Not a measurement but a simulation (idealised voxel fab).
Process module, titled voxel wiring stack
In the cross-section labelled cut, the width is 260 nm and each square cell is 5 nm.
How to read a cross-section here: the picture is a grid of square cells, written as bands going from the top down, and any band can span one or more rows of cells.
Each band's line starts with the height of the band's top and of its bottom, in nm. Then come its materials from left to right, each with its width in nm. One material with "edge to edge" fills the band from edge to edge. "air" is empty space.
Heights are expressed relative to 0, this being the level below which the as-received wafer comprises one material exclusively. The lowest band is unbounded in the downward direction and is denoted as in "0 nm and below".
So if you see something like "30..40" for the width, read it as the top row of the band sitting at the first number and the bottom row at the second, with every row in between moving by the same amount as the last.
"stayed the same" for a step: no cell of the cross-section changed in that step.
This entry, "Enclosed void inventory", enumerates those empty regions of no fewer than 8 cells that possess no open connection to the top. Each region is reported in the form width x height at distance, the distance being taken from the left edge, with all three quantities expressed in nm.
If you see something after the settings on a step's line, that's the simulator's own remark about that step.
The "overlay nm" setting may appear on a step's line; for a step that uses a mask, it gives how far to the right of its planned position the mask lay, and a negative value indicates the left.
**Below is the list of planned process steps**
| 1 | RECEIVE: material Si |
| 2 | CONFORMAL_DEP: material SiO2, thk nm 15 |
| 3 | CONFORMAL_DEP: material SiN, thk nm 5 |
| 4 | DIRECTIONAL_DEP: material lowk, thk nm 15 |
| 5 | MASKED_ETCH: tone open, mask id METAL_1, width nm 25, pitch nm 50, etch materials lowk, depth nm 15, overlay nm 0 |
| 6 | MASKED_ETCH: tone open, mask id METAL_1, width nm 25, pitch nm 50, etch materials SiN, depth nm 5, overlay nm 0 |
| 7 | CONFORMAL_DEP: material TiN, thk nm 5 |
| 8 | FILL_DEP: material W, thk nm 10 |
| 9 | CMP: height nm 35 |
| 10 | EPI: material Ru, thk nm 5 |
| 11 | FILL_DEP: material SiCN, thk nm 5 |
| 12 | DIRECTIONAL_DEP: material lowk, thk nm 35 |
| 13 | PATTERN: tone open, mask id METAL_2_HOLES, material resist, width nm 15, thk nm 15, overlay nm 0 |
| 14 | DIRECTIONAL_ETCH: etch materials lowk, depth nm 35 |
| 15 | STRIP: etch materials resist |
| 16 | DIRECTIONAL_DEP: material aC, thk nm 15 |
| 17 | PATTERN: tone open, mask id METAL_2, material resist, width nm 25, pitch nm 50, thk nm 35, overlay nm 0 |
| 18 | DIRECTIONAL_ETCH: etch materials aC, depth nm 15 |
| 19 | STRIP: etch materials resist |
| 20 | DIRECTIONAL_ETCH: etch materials lowk, depth nm 20 |
| 21 | DIRECTIONAL_ETCH: etch materials SiCN, depth nm 5 |
| 22 | STRIP: etch materials aC |
| 23 | CONFORMAL_DEP: material TiN, thk nm 5 |
| 24 | FILL_DEP: material Cu, thk nm 5 |
| 25 | CMP: height nm 80 |
| 26 | CONFORMAL_DEP: material SiCN, thk nm 5 |
**First of two wafers: run as planned**
**Here's what the wafer looked like in cross-section when it arrived - that's after step 1**
0 nm and below | Si edge to edge
Enclosed void inventory: none
**Cross-section of the wafer after step 2**
15 nm to 0 nm | SiO2 edge to edge
Anything lower than 0 is untouched.
**Cross-section of the wafer after step 3**
20 nm to 15 nm | SiN edge to edge
Anything lower than 15 is untouched.
**Cross-section of the wafer after step 4**
35 nm to 20 nm | lowk edge to edge
Anything lower than 20 is untouched.
**Cross-section of the wafer after step 5**
35 nm to 20 nm | lowk=90  air=25  lowk=25  air=25  lowk=95
Anything lower than 20 is untouched.
**Cross-section of the wafer after step 6**
35 nm to 20 nm | lowk=90  air=25  lowk=25  air=25  lowk=95
20 nm to 15 nm | SiN=90  air=25  SiN=25  air=25  SiN=95
Anything lower than 15 is untouched.
**Cross-section of the wafer after step 7**
40 nm to 35 nm | TiN=95  air=15  TiN=35  air=15  TiN=100
35 nm to 20 nm | lowk=90  TiN=5  air=15  TiN=5  lowk=25  TiN=5  air=15  TiN=5  lowk=95
20 nm to 15 nm | SiN=90  TiN=25  SiN=25  TiN=25  SiN=95
Anything lower than 15 is untouched.
**Cross-section of the wafer after step 8**
50 nm to 40 nm | W edge to edge
40 nm to 35 nm | TiN=95  W=15  TiN=35  W=15  TiN=100
35 nm to 20 nm | lowk=90  TiN=5  W=15  TiN=5  lowk=25  TiN=5  W=15  TiN=5  lowk=95
Anything lower than 20 is untouched.
**Cross-section of the wafer after step 9**
35 nm to 20 nm | lowk=90  TiN=5  W=15  TiN=5  lowk=25  TiN=5  W=15  TiN=5  lowk=95
Anything lower than 20 is untouched.
**Cross-section of the wafer after step 10**
40 nm to 35 nm | air=85  Ru=35  air=15  Ru=35  air=90
Anything lower than 35 is untouched.
**Cross-section of the wafer after step 11**
45 nm to 40 nm | SiCN edge to edge
40 nm to 35 nm | SiCN=85  Ru=35  SiCN=15  Ru=35  SiCN=90
Anything lower than 35 is untouched.
**Cross-section of the wafer after step 12**
80 nm to 45 nm | lowk edge to edge
Anything lower than 45 is untouched.
**Cross-section of the wafer after step 13**
95 nm to 80 nm | resist=90  air=15  resist=155
Anything lower than 80 is untouched.
**Cross-section of the wafer after step 14**
95 nm to 80 nm | resist=90  air=15  resist=155
80 nm to 45 nm | lowk=90  air=15  lowk=155
Anything lower than 45 is untouched.
**Cross-section of the wafer after step 15**
80 nm to 45 nm | lowk=90  air=15  lowk=155
Anything lower than 45 is untouched.
**Cross-section of the wafer after step 16**
95 nm to 80 nm | aC=90  air=15  aC=155
80 nm to 60 nm | lowk=90  air=15  lowk=155
60 nm to 45 nm | lowk=90  aC=15  lowk=155
Anything lower than 45 is untouched.
**Cross-section of the wafer after step 17**
130 nm to 95 nm | resist=90  air=25  resist=25  air=25  resist=95
Anything lower than 95 is untouched.
**Cross-section of the wafer after step 18**
115 nm to 95 nm | resist=90  air=25  resist=25  air=25  resist=95
95 nm to 80 nm | aC=90  air=25  aC=25  air=25  aC=95
80 nm to 45 nm | lowk=90  air=15  lowk=155
Anything lower than 45 is untouched.
**Cross-section of the wafer after step 19**
95 nm to 80 nm | aC=90  air=25  aC=25  air=25  aC=95
Anything lower than 80 is untouched.
**Cross-section of the wafer after step 20**
95 nm to 80 nm | aC=90  air=25  aC=25  air=25  aC=95
80 nm to 60 nm | lowk=90  air=25  lowk=25  air=25  lowk=95
Anything lower than 60 is untouched.
**Cross-section of the wafer after step 21**
95 nm to 80 nm | aC=90  air=25  aC=25  air=25  aC=95
80 nm to 60 nm | lowk=90  air=25  lowk=25  air=25  lowk=95
60 nm to 45 nm | lowk=90  air=15  lowk=155
45 nm to 40 nm | SiCN=90  air=15  SiCN=155
Anything lower than 40 is untouched.
**Cross-section of the wafer after step 22**
80 nm to 60 nm | lowk=90  air=25  lowk=25  air=25  lowk=95
Anything lower than 60 is untouched.
**Cross-section of the wafer after step 23**
85 nm to 80 nm | TiN=95  air=15  TiN=35  air=15  TiN=100
80 nm to 65 nm | lowk=90  TiN=5  air=15  TiN=5  lowk=25  TiN=5  air=15  TiN=5  lowk=95
65 nm to 60 nm | lowk=90  TiN=5  air=5  TiN=15  lowk=25  TiN=25  lowk=95
60 nm to 45 nm | lowk=90  TiN=5  air=5  TiN=5  lowk=155
45 nm to 40 nm | SiCN=90  TiN=15  SiCN=155
Anything lower than 40 is untouched.
**Cross-section of the wafer after step 24**
90 nm to 85 nm | Cu edge to edge
85 nm to 80 nm | TiN=95  Cu=15  TiN=35  Cu=15  TiN=100
80 nm to 65 nm | lowk=90  TiN=5  Cu=15  TiN=5  lowk=25  TiN=5  Cu=15  TiN=5  lowk=95
65 nm to 60 nm | lowk=90  TiN=5  Cu=5  TiN=15  lowk=25  TiN=25  lowk=95
60 nm to 45 nm | lowk=90  TiN=5  Cu=5  TiN=5  lowk=155
Anything lower than 45 is untouched.
**Cross-section of the wafer after step 25**
80 nm to 65 nm | lowk=90  TiN=5  Cu=15  TiN=5  lowk=25  TiN=5  Cu=15  TiN=5  lowk=95
Anything lower than 65 is untouched.
**Cross-section of the wafer after step 26**
85 nm to 80 nm | SiCN edge to edge
Anything lower than 80 is untouched.
**The remaining wafer, second of the two, started like the first and was run to the same plan, except that one mistake was made along the way; the two coincide through step 4, inclusive**
**Cross-section: second wafer, time at which step 5 was scheduled to end**
35 nm to 20 nm | lowk=85  air=35  lowk=15  air=35  lowk=90
Anything lower than 20 is untouched.
**Cross-section: second wafer, time at which step 6 was scheduled to end**
35 nm to 20 nm | lowk=85  air=35  lowk=15  air=35  lowk=90
20 nm to 15 nm | SiN=90  air=25  SiN=25  air=25  SiN=95
Anything lower than 15 is untouched.
**Cross-section: second wafer, time at which step 7 was scheduled to end**
40 nm to 35 nm | TiN=90  air=25  TiN=25  air=25  TiN=95
35 nm to 25 nm | lowk=85  TiN=5  air=25  TiN=5  lowk=15  TiN=5  air=25  TiN=5  lowk=90
25 nm to 20 nm | lowk=85  TiN=10  air=15  TiN=10  lowk=15  TiN=10  air=15  TiN=10  lowk=90
20 nm to 15 nm | SiN=90  TiN=25  SiN=25  TiN=25  SiN=95
Anything lower than 15 is untouched.
**Cross-section: second wafer, time at which step 8 was scheduled to end**
50 nm to 40 nm | W edge to edge
40 nm to 35 nm | TiN=90  W=25  TiN=25  W=25  TiN=95
35 nm to 25 nm | lowk=85  TiN=5  W=25  TiN=5  lowk=15  TiN=5  W=25  TiN=5  lowk=90
25 nm to 20 nm | lowk=85  TiN=10  W=15  TiN=10  lowk=15  TiN=10  W=15  TiN=10  lowk=90
Anything lower than 20 is untouched.
**Cross-section: second wafer, time at which step 9 was scheduled to end**
35 nm to 25 nm | lowk=85  TiN=5  W=25  TiN=5  lowk=15  TiN=5  W=25  TiN=5  lowk=90
Anything lower than 25 is untouched.
**Cross-section: second wafer, time at which step 10 was scheduled to end**
40 nm to 35 nm | air=80  Ru=45  air=5  Ru=45  air=85
Anything lower than 35 is untouched.
**Cross-section: second wafer, time at which step 11 was scheduled to end**
45 nm to 40 nm | SiCN edge to edge
40 nm to 35 nm | SiCN=80  Ru=45  SiCN=5  Ru=45  SiCN=85
Anything lower than 35 is untouched.
**Cross-section: second wafer, time at which step 12 was scheduled to end**
80 nm to 45 nm | lowk edge to edge
Anything lower than 45 is untouched.
**Cross-section: second wafer, time at which step 13 was scheduled to end**
95 nm to 80 nm | resist=90  air=15  resist=155
Anything lower than 80 is untouched.
**Cross-section: second wafer, time at which step 14 was scheduled to end**
95 nm to 80 nm | resist=90  air=15  resist=155
80 nm to 45 nm | lowk=90  air=15  lowk=155
Anything lower than 45 is untouched.
**Cross-section: second wafer, time at which step 15 was scheduled to end**
80 nm to 45 nm | lowk=90  air=15  lowk=155
Anything lower than 45 is untouched.
**Cross-section: second wafer, time at which step 16 was scheduled to end**
95 nm to 80 nm | aC=90  air=15  aC=155
80 nm to 60 nm | lowk=90  air=15  lowk=155
60 nm to 45 nm | lowk=90  aC=15  lowk=155
Anything lower than 45 is untouched.
**Cross-section: second wafer, time at which step 17 was scheduled to end**
130 nm to 95 nm | resist=90  air=25  resist=25  air=25  resist=95
Anything lower than 95 is untouched.
**Cross-section: second wafer, time at which step 18 was scheduled to end**
115 nm to 95 nm | resist=90  air=25  resist=25  air=25  resist=95
95 nm to 80 nm | aC=90  air=25  aC=25  air=25  aC=95
80 nm to 45 nm | lowk=90  air=15  lowk=155
Anything lower than 45 is untouched.
**Cross-section: second wafer, time at which step 19 was scheduled to end**
95 nm to 80 nm | aC=90  air=25  aC=25  air=25  aC=95
Anything lower than 80 is untouched.
**Cross-section: second wafer, time at which step 20 was scheduled to end**
95 nm to 80 nm | aC=90  air=25  aC=25  air=25  aC=95
80 nm to 60 nm | lowk=90  air=25  lowk=25  air=25  lowk=95
Anything lower than 60 is untouched.
**Cross-section: second wafer, time at which step 21 was scheduled to end**
95 nm to 80 nm | aC=90  air=25  aC=25  air=25  aC=95
80 nm to 60 nm | lowk=90  air=25  lowk=25  air=25  lowk=95
60 nm to 45 nm | lowk=90  air=15  lowk=155
45 nm to 40 nm | SiCN=90  air=15  SiCN=155
Anything lower than 40 is untouched.
**Cross-section: second wafer, time at which step 22 was scheduled to end**
80 nm to 60 nm | lowk=90  air=25  lowk=25  air=25  lowk=95
Anything lower than 60 is untouched.
**Cross-section: second wafer, time at which step 23 was scheduled to end**
85 nm to 80 nm | TiN=95  air=15  TiN=35  air=15  TiN=100
80 nm to 65 nm | lowk=90  TiN=5  air=15  TiN=5  lowk=25  TiN=5  air=15  TiN=5  lowk=95
65 nm to 60 nm | lowk=90  TiN=5  air=5  TiN=15  lowk=25  TiN=25  lowk=95
60 nm to 45 nm | lowk=90  TiN=5  air=5  TiN=5  lowk=155
45 nm to 40 nm | SiCN=90  TiN=15  SiCN=155
Anything lower than 40 is untouched.
**Cross-section: second wafer, time at which step 24 was scheduled to end**
90 nm to 85 nm | Cu edge to edge
85 nm to 80 nm | TiN=95  Cu=15  TiN=35  Cu=15  TiN=100
80 nm to 65 nm | lowk=90  TiN=5  Cu=15  TiN=5  lowk=25  TiN=5  Cu=15  TiN=5  lowk=95
65 nm to 60 nm | lowk=90  TiN=5  Cu=5  TiN=15  lowk=25  TiN=25  lowk=95
60 nm to 45 nm | lowk=90  TiN=5  Cu=5  TiN=5  lowk=155
Anything lower than 45 is untouched.
**Cross-section: second wafer, time at which step 25 was scheduled to end**
80 nm to 65 nm | lowk=90  TiN=5  Cu=15  TiN=5  lowk=25  TiN=5  Cu=15  TiN=5  lowk=95
Anything lower than 65 is untouched.
**Cross-section: second wafer, time at which step 26 was scheduled to end**
85 nm to 80 nm | SiCN edge to edge
Anything lower than 80 is untouched.
What was done differently from what was planned? for step 5, the planned setting was not used; the step was instead run as MASKED_ETCH: tone open, mask id METAL_1, width nm 35, pitch nm 50, etch materials lowk, depth nm 15, overlay nm 0
FYI, end of process, the second wafer has more or fewer cells of some materials than the first: Ru +4, SiCN -4, TiN +4, W +8, lowk -12
